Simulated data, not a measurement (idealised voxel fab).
Process module name: voxel released beams
Shown is cross-section cut, with a width of 220 nm and square cells of size 5 nm.
We lay out every cross-section as a grid of square cells and spell it out in bands from the top down, where one band means one or more rows of cells. The band entry comprises the height of the band's top followed by the height of its bottom, expressed in nm, and subsequently the band's materials from left to right, each stated together with its width in nm. Where a single material is marked with the word "throughout", that material fills the band from edge to edge. The word "air" represents empty space. For the purposes of this specification, 0 denotes the height below which the wafer in its as-received condition is composed wholly of one material, and the lowermost band, lacking a lower limit, extends downward without end, as expressed in "0 and below". Quick explanation for "30 to 40": the width changes in equal steps down the rows of cells, from the first number in the band's top row to the second number in its bottom row. Step note "no change" = no cross-section cell changed. You'll see "Completely enclosed voids" listing empty spaces that have no way open to the top, as long as they're 8 cells or more; the notation is width x height at distance, where the distance is from the left edge, and all of it is in nm. Formally, on a step line, whatever follows the settings is a remark that the simulator itself makes on the step. "overlay nm" denotes, for a step that has a mask, the displacement of the mask to the right of its planned place, with negative values corresponding to the left.
The steps planned for the process are as follows:
- 1: RECEIVE, material Si
- 2: CONFORMAL_DEP, material Al2O3, thk nm 10
- 3: DIRECTIONAL_DEP, material SiO2, thk nm 10
- 4: DIRECTIONAL_DEP, material aC, thk nm 10
- 5: PATTERN, tone open, mask id ANCHOR, material resist, width nm 45, thk nm 25, overlay nm 0
- 6: DIRECTIONAL_ETCH, etch materials aC, depth nm 10
- 7: STRIP, etch materials resist
- 8: DIRECTIONAL_ETCH, etch materials SiO2, depth nm 20
- 9: STRIP, etch materials aC
- 10: CONFORMAL_DEP, material polySi, thk nm 15
- 11: PATTERN, tone cover, mask id BEAM, material resist, width nm 130, thk nm 15, overlay nm 0
- 12: DIRECTIONAL_ETCH, etch materials polySi, depth nm 15
- 13: STRIP, etch materials resist
- 14: STRIP, etch materials SiO2
Across this set of wafers, the varied parameter is the thk nm of step 3. Starting conditions are identical for every wafer, and the plan reports the value assigned to the first wafer.
The as-received cross-section of the first of several wafers corresponds to the state after step 1:
- 0 and below: Si throughout
- Completely enclosed voids: none
each wafer at the end: cells of each material gained (+) or lost (-) since it was received, then its closed voids:
thk nm 10 | +88 Al2O3 | +90 polySi | Completely enclosed voids: none
thk nm 15 | +88 Al2O3 | +96 polySi | Completely enclosed voids: none
thk nm 20 | +88 Al2O3 | +102 polySi | Completely enclosed voids: none
thk nm 25 | +88 Al2O3 | Completely enclosed voids: none
thk nm 30 | +88 Al2O3 | Completely enclosed voids: none
thk nm 35 | +88 Al2O3 | Completely enclosed voids: none
